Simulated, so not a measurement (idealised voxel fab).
The document below concerns the process module designated voxel transistor to metal.
FYI the section here is cut, 155 nm wide, cells are 5 nm squares.
Each cross-section below is a grid of square cells, stated as bands in top-down order, with one or more rows of cells making up each band.
Top height, bottom height, nm. Materials left to right, width each, nm. Single material + "everywhere" = fills band edge to edge. "empty" = empty.
Zero point of the height axis is 0; under it, received wafer = one material. Lowest band: continues down indefinitely, "top 0, no bottom".
Per-row width for "30->40": begins at first number (top row of band), ends at second number (bottom row), increment between rows held constant.
For the purposes of this document, the phrase "everything unchanged" attached to a step denotes that no cell within the cross-section was modified by that step.
"Enclosed internal voids" lists enclosed empty spaces (at least 8 cells, no open path upward to the top), each as width x height at distance from the left edge, in nm.
The remark found on a step's line after its settings is issued by the simulator itself and pertains to that step.
What "overlay nm" on a step's line means: if the step has a mask, that mask lay this far to the right of its planned place, or, when the value is negative, to the left.
### These are the steps we planned for the process
1) RECEIVE [material Si]
2) CONFORMAL_DEP [material SiO2] [thk nm 5]
3) CONFORMAL_DEP [material SiN] [thk nm 15]
4) PATTERN [tone cover] [mask id ACTIVE] [material resist] [width nm 105] [thk nm 15] [overlay nm 0]
5) DIRECTIONAL_ETCH [etch materials SiN] [depth nm 15]
6) DIRECTIONAL_ETCH [etch materials SiO2] [depth nm 5]
7) DIRECTIONAL_ETCH [etch materials Si] [depth nm 20]
8) STRIP [etch materials resist]
9) OXIDIZE [depth nm 5]
10) FILL_DEP [material SiO2] [thk nm 15]
11) CMP [height nm 20]
12) SELECTIVE_ETCH [etch materials SiO2] [depth nm 15]
13) STRIP [etch materials SiN]
14) SELECTIVE_ETCH [etch materials SiO2] [depth nm 5]
15) OXIDIZE [depth nm 5]
16) DIRECTIONAL_DEP [material polySi] [thk nm 30]
17) DIRECTIONAL_DEP [material SiCN] [thk nm 10]
18) DIRECTIONAL_DEP [material aC] [thk nm 10]
19) PATTERN [tone cover] [mask id GATE] [material resist] [width nm 25] [thk nm 30] [overlay nm 0]
20) DIRECTIONAL_ETCH [etch materials aC] [depth nm 10]
21) STRIP [etch materials resist]
22) DIRECTIONAL_ETCH [etch materials SiCN] [depth nm 20]
23) DIRECTIONAL_ETCH [etch materials polySi] [depth nm 40]
24) STRIP [etch materials aC]
25) CONFORMAL_DEP [material SiO2] [thk nm 5]
26) DIRECTIONAL_ETCH [etch materials SiO2] [depth nm 5]
27) CONFORMAL_DEP [material SiN] [thk nm 10]
28) DIRECTIONAL_ETCH [etch materials SiN] [depth nm 10]
29) DIRECTIONAL_ETCH [etch materials SiO2] [depth nm 5]
30) DIRECTIONAL_ETCH [etch materials Si] [depth nm 15]
31) EPI [material nSi] [thk nm 15]
32) FILL_DEP [material SiO2] [thk nm 10]
33) CMP [height nm 40]
34) DIRECTIONAL_DEP [material SiO2] [thk nm 15]
35) PATTERN [tone open] [mask id CONTACT] [material resist] [width nm 30] [pitch nm 65] [thk nm 20] [overlay nm -15]
36) DIRECTIONAL_ETCH [etch materials SiO2] [depth nm 60]
37) STRIP [etch materials resist]
38) CONFORMAL_DEP [material TiN] [thk nm 5]
39) FILL_DEP [material Ru] [thk nm 5]
40) CMP [height nm 55]
41) CONFORMAL_DEP [material SiCN] [thk nm 5]
42) DIRECTIONAL_DEP [material SiO2] [thk nm 25]
43) MASKED_ETCH [tone open] [mask id METAL_1] [width nm 20] [pitch nm 75] [etch materials SiO2] [depth nm 25] [overlay nm 0]
44) MASKED_ETCH [tone open] [mask id METAL_1] [width nm 20] [pitch nm 75] [etch materials SiCN] [depth nm 5] [overlay nm 0]
45) CONFORMAL_DEP [material TiN] [thk nm 5]
46) FILL_DEP [material Cu] [thk nm 5]
47) CMP [height nm 85]
48) CONFORMAL_DEP [material SiN] [thk nm 5]
What sets these wafers apart? The overlay nm at step 35. They all start alike, and the plan carries the first wafer's value.
### As-received cross-section, first of several wafers, post step 1
> top 0, no bottom | Si everywhere
> Enclosed internal voids: none
### Per wafer, end of module: cells gained (+) or lost (-) per material since receipt, then closed voids
overlay nm -15, +20 Cu, +46 Ru, -103 Si, +33 SiCN, +63 SiN, +346 SiO2, +81 TiN, +42 nSi, +30 polySi, Enclosed internal voids: none
overlay nm -10, +20 Cu, +43 Ru, -103 Si, +33 SiCN, +63 SiN, +343 SiO2, +87 TiN, +42 nSi, +30 polySi, Enclosed internal voids: none
overlay nm -5, +20 Cu, +40 Ru, -103 Si, +33 SiCN, +63 SiN, +346 SiO2, +87 TiN, +42 nSi, +30 polySi, Enclosed internal voids: none
overlay nm 0, +20 Cu, +40 Ru, -103 Si, +33 SiCN, +63 SiN, +355 SiO2, +78 TiN, +42 nSi, +30 polySi, Enclosed internal voids: none
overlay nm 5, +20 Cu, +40 Ru, -103 Si, +33 SiCN, +63 SiN, +346 SiO2, +87 TiN, +42 nSi, +30 polySi, Enclosed internal voids: none
overlay nm 10, +20 Cu, +43 Ru, -103 Si, +33 SiCN, +63 SiN, +343 SiO2, +87 TiN, +42 nSi, +30 polySi, Enclosed internal voids: none
overlay nm 15, +20 Cu, +46 Ru, -103 Si, +33 SiCN, +63 SiN, +346 SiO2, +81 TiN, +42 nSi, +30 polySi, Enclosed internal voids: none
